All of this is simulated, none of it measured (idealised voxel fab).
Process module name: voxel self aligned contacts
This is section cut - it's 220 nm across, gridded in 5 nm square cells.
Cross-section format: a grid of square cells, given as bands from top to bottom; each band is one or more rows of cells. Band entry format. Leading values: height of top, height of bottom, nm. Remainder: materials in left-to-right order, each with its width in nm. Special words: "throughout" on a single material, which then fills the band edge to edge; "blank", empty space. Basically, 0 is our baseline, since under it the wafer straight out of the box is all one material. The bottom band has no lower end and keeps on going down, so it looks like "top 0, no bottom". The expression "30->40" gives the width at the extremes of the band, the first number at its top row of cells and the second at its bottom row, with the width changing by equal amounts from each row to the next in between. It should be understood that the words "everything unchanged", when stated for a given step, signify that the cross-section underwent no change in any of its cells during that step. "Completely enclosed voids" enumerates empty spaces isolated from the top, with no open way to it, that contain at least 8 cells, giving each as width x height at distance from the left edge, all three in nm. Post-settings text on a step line: simulator's own remark regarding the step. "overlay nm" answers the question of how far to the right of plan the mask lay on a step that has a mask, and when it is negative the answer is to the left.

Intended process steps:
step 1: RECEIVE with material Si
step 2: CONFORMAL_DEP with material SiO2, thk nm 5
step 3: DIRECTIONAL_DEP with material polySi, thk nm 25
step 4: DIRECTIONAL_DEP with material SiN, thk nm 25
step 5: PATTERN with tone cover, mask id GATE, material resist, width nm 30, pitch nm 75, thk nm 20, overlay nm 0
step 6: DIRECTIONAL_ETCH with etch materials SiN, depth nm 25
step 7: DIRECTIONAL_ETCH with etch materials polySi, depth nm 25
step 8: STRIP with etch materials resist
step 9: CONFORMAL_DEP with material SiN, thk nm 10
step 10: DIRECTIONAL_ETCH with etch materials SiN, depth nm 10
step 11: FILL_DEP with material SiO2, thk nm 15
step 12: CMP with height nm 60
step 13: MASKED_ETCH with tone open, mask id CONTACT, width nm 55, etch materials SiO2, depth nm 60, overlay nm 0
step 14: CONFORMAL_DEP with material TiN, thk nm 5
step 15: FILL_DEP with material W, thk nm 5
step 16: CMP with height nm 60
step 17: CONFORMAL_DEP with material SiCN, thk nm 5

The first wafer of two, processed as planned:

Delivered wafer in cross-section: state after step 1:
    top 0, no bottom  Si throughout
    Completely enclosed voids: none

You're looking at a cross-section of the wafer after step 2:
    top 5, bottom 0  SiO2 throughout
    below 0: unchanged

You're looking at a cross-section of the wafer after step 3:
    top 30, bottom 5  polySi throughout
    below 5: unchanged

You're looking at a cross-section of the wafer after step 4:
    top 55, bottom 30  SiN throughout
    below 30: unchanged

You're looking at a cross-section of the wafer after step 5:
    top 75, bottom 55  blank 55  resist 30  blank 45  resist 30  blank 60
    below 55: unchanged

You're looking at a cross-section of the wafer after step 6:
    top 75, bottom 55  blank 55  resist 30  blank 45  resist 30  blank 60
    top 55, bottom 30  blank 55  SiN 30  blank 45  SiN 30  blank 60
    below 30: unchanged

You're looking at a cross-section of the wafer after step 7:
    top 75, bottom 55  blank 55  resist 30  blank 45  resist 30  blank 60
    top 55, bottom 30  blank 55  SiN 30  blank 45  SiN 30  blank 60
    top 30, bottom 5  blank 55  polySi 30  blank 45  polySi 30  blank 60
    below 5: unchanged

You're looking at a cross-section of the wafer after step 8:
    top 55, bottom 30  blank 55  SiN 30  blank 45  SiN 30  blank 60
    below 30: unchanged

You're looking at a cross-section of the wafer after step 9:
    top 65, bottom 30  blank 45  SiN 50  blank 25  SiN 50  blank 50
    top 30, bottom 15  blank 45  SiN 10  polySi 30  SiN 10  blank 25  SiN 10  polySi 30  SiN 10  blank 50
    top 15, bottom 5  SiN 55  polySi 30  SiN 45  polySi 30  SiN 60
    below 5: unchanged

You're looking at a cross-section of the wafer after step 10:
    top 55, bottom 30  blank 45  SiN 50  blank 25  SiN 50  blank 50
    top 30, bottom 5  blank 45  SiN 10  polySi 30  SiN 10  blank 25  SiN 10  polySi 30  SiN 10  blank 50
    below 5: unchanged

You're looking at a cross-section of the wafer after step 11:
    top 70, bottom 55  SiO2 throughout
    top 55, bottom 30  SiO2 45  SiN 50  SiO2 25  SiN 50  SiO2 50
    top 30, bottom 5  SiO2 45  SiN 10  polySi 30  SiN 10  SiO2 25  SiN 10  polySi 30  SiN 10  SiO2 50
    below 5: unchanged

You're looking at a cross-section of the wafer after step 12:
    top 60, bottom 55  SiO2 throughout
    below 55: unchanged

You're looking at a cross-section of the wafer after step 13:
    top 60, bottom 55  SiO2 80  blank 55  SiO2 85
    top 55, bottom 30  SiO2 45  SiN 50  blank 25  SiN 50  SiO2 50
    top 30, bottom 5  SiO2 45  SiN 10  polySi 30  SiN 10  blank 25  SiN 10  polySi 30  SiN 10  SiO2 50
    top 5, bottom 0  SiO2 95  blank 25  SiO2 100
    below 0: unchanged

You're looking at a cross-section of the wafer after step 14:
    top 65, bottom 60  TiN 85  blank 45  TiN 90
    top 60, bottom 55  SiO2 80  TiN 20  blank 15  TiN 20  SiO2 85
    top 55, bottom 30  SiO2 45  SiN 50  TiN 5  blank 15  TiN 5  SiN 50  SiO2 50
    top 30, bottom 5  SiO2 45  SiN 10  polySi 30  SiN 10  TiN 5  blank 15  TiN 5  SiN 10  polySi 30  SiN 10  SiO2 50
    top 5, bottom 0  SiO2 95  TiN 25  SiO2 100
    below 0: unchanged

You're looking at a cross-section of the wafer after step 15:
    top 70, bottom 65  W throughout
    top 65, bottom 60  TiN 85  W 45  TiN 90
    top 60, bottom 55  SiO2 80  TiN 20  W 15  TiN 20  SiO2 85
    top 55, bottom 30  SiO2 45  SiN 50  TiN 5  W 15  TiN 5  SiN 50  SiO2 50
    top 30, bottom 5  SiO2 45  SiN 10  polySi 30  SiN 10  TiN 5  W 15  TiN 5  SiN 10  polySi 30  SiN 10  SiO2 50
    below 5: unchanged

You're looking at a cross-section of the wafer after step 16:
    top 60, bottom 55  SiO2 80  TiN 20  W 15  TiN 20  SiO2 85
    below 55: unchanged

You're looking at a cross-section of the wafer after step 17:
    top 65, bottom 60  SiCN throughout
    below 60: unchanged

Companion wafer, the second of two: same beginning, same intended sequence, one mistake in carrying it out; through step 1 inclusive it tracks the first exactly:

Cross-section of the second wafer at the time step 2 of the plan should have ended: everything unchanged

Cross-section of the second wafer at the time step 3 of the plan should have ended:
    top 25, bottom 0  polySi throughout
    below 0: unchanged

Cross-section of the second wafer at the time step 4 of the plan should have ended:
    top 50, bottom 25  SiN throughout
    below 25: unchanged

Cross-section of the second wafer at the time step 5 of the plan should have ended:
    top 70, bottom 50  blank 55  resist 30  blank 45  resist 30  blank 60
    below 50: unchanged

Cross-section of the second wafer at the time step 6 of the plan should have ended:
    top 70, bottom 50  blank 55  resist 30  blank 45  resist 30  blank 60
    top 50, bottom 25  blank 55  SiN 30  blank 45  SiN 30  blank 60
    below 25: unchanged

Cross-section of the second wafer at the time step 7 of the plan should have ended:
    top 70, bottom 50  blank 55  resist 30  blank 45  resist 30  blank 60
    top 50, bottom 25  blank 55  SiN 30  blank 45  SiN 30  blank 60
    top 25, bottom 0  blank 55  polySi 30  blank 45  polySi 30  blank 60
    below 0: unchanged

Cross-section of the second wafer at the time step 8 of the plan should have ended:
    top 50, bottom 25  blank 55  SiN 30  blank 45  SiN 30  blank 60
    below 25: unchanged

Cross-section of the second wafer at the time step 9 of the plan should have ended:
    top 60, bottom 25  blank 45  SiN 50  blank 25  SiN 50  blank 50
    top 25, bottom 10  blank 45  SiN 10  polySi 30  SiN 10  blank 25  SiN 10  polySi 30  SiN 10  blank 50
    top 10, bottom 0  SiN 55  polySi 30  SiN 45  polySi 30  SiN 60
    below 0: unchanged

Cross-section of the second wafer at the time step 10 of the plan should have ended:
    top 50, bottom 25  blank 45  SiN 50  blank 25  SiN 50  blank 50
    top 25, bottom 0  blank 45  SiN 10  polySi 30  SiN 10  blank 25  SiN 10  polySi 30  SiN 10  blank 50
    below 0: unchanged

Cross-section of the second wafer at the time step 11 of the plan should have ended:
    top 65, bottom 50  SiO2 throughout
    top 50, bottom 25  SiO2 45  SiN 50  SiO2 25  SiN 50  SiO2 50
    top 25, bottom 0  SiO2 45  SiN 10  polySi 30  SiN 10  SiO2 25  SiN 10  polySi 30  SiN 10  SiO2 50
    below 0: unchanged

Cross-section of the second wafer at the time step 12 of the plan should have ended:
    top 60, bottom 50  SiO2 throughout
    below 50: unchanged

Cross-section of the second wafer at the time step 13 of the plan should have ended:
    top 60, bottom 50  SiO2 80  blank 55  SiO2 85
    top 50, bottom 25  SiO2 45  SiN 50  blank 25  SiN 50  SiO2 50
    top 25, bottom 0  SiO2 45  SiN 10  polySi 30  SiN 10  blank 25  SiN 10  polySi 30  SiN 10  SiO2 50
    below 0: unchanged

Cross-section of the second wafer at the time step 14 of the plan should have ended:
    top 65, bottom 60  TiN 85  blank 45  TiN 90
    top 60, bottom 50  SiO2 80  TiN 5->20  blank 45->15  TiN 5->20  SiO2 85
    top 50, bottom 25  SiO2 45  SiN 50  TiN 5  blank 15  TiN 5  SiN 50  SiO2 50
    top 25, bottom 5  SiO2 45  SiN 10  polySi 30  SiN 10  TiN 5  blank 15  TiN 5  SiN 10  polySi 30  SiN 10  SiO2 50
    top 5, bottom 0  SiO2 45  SiN 10  polySi 30  SiN 10  TiN 25  SiN 10  polySi 30  SiN 10  SiO2 50
    below 0: unchanged

Cross-section of the second wafer at the time step 15 of the plan should have ended:
    top 70, bottom 65  W throughout
    top 65, bottom 60  TiN 85  W 45  TiN 90
    top 60, bottom 50  SiO2 80  TiN 5->20  W 45->15  TiN 5->20  SiO2 85
    top 50, bottom 25  SiO2 45  SiN 50  TiN 5  W 15  TiN 5  SiN 50  SiO2 50
    top 25, bottom 5  SiO2 45  SiN 10  polySi 30  SiN 10  TiN 5  W 15  TiN 5  SiN 10  polySi 30  SiN 10  SiO2 50
    below 5: unchanged

Cross-section of the second wafer at the time step 16 of the plan should have ended:
    top 60, bottom 50  SiO2 80  TiN 5->20  W 45->15  TiN 5->20  SiO2 85
    below 50: unchanged

Cross-section of the second wafer at the time step 17 of the plan should have ended:
    top 65, bottom 60  SiCN throughout
    below 60: unchanged
In executing the process, a mistake was made relative to the plan: step 2 was dropped from the plan's execution and never run
FYI, end of process, the second wafer has more or fewer cells of some materials than the first: 6 fewer of SiO2; 6 more of W
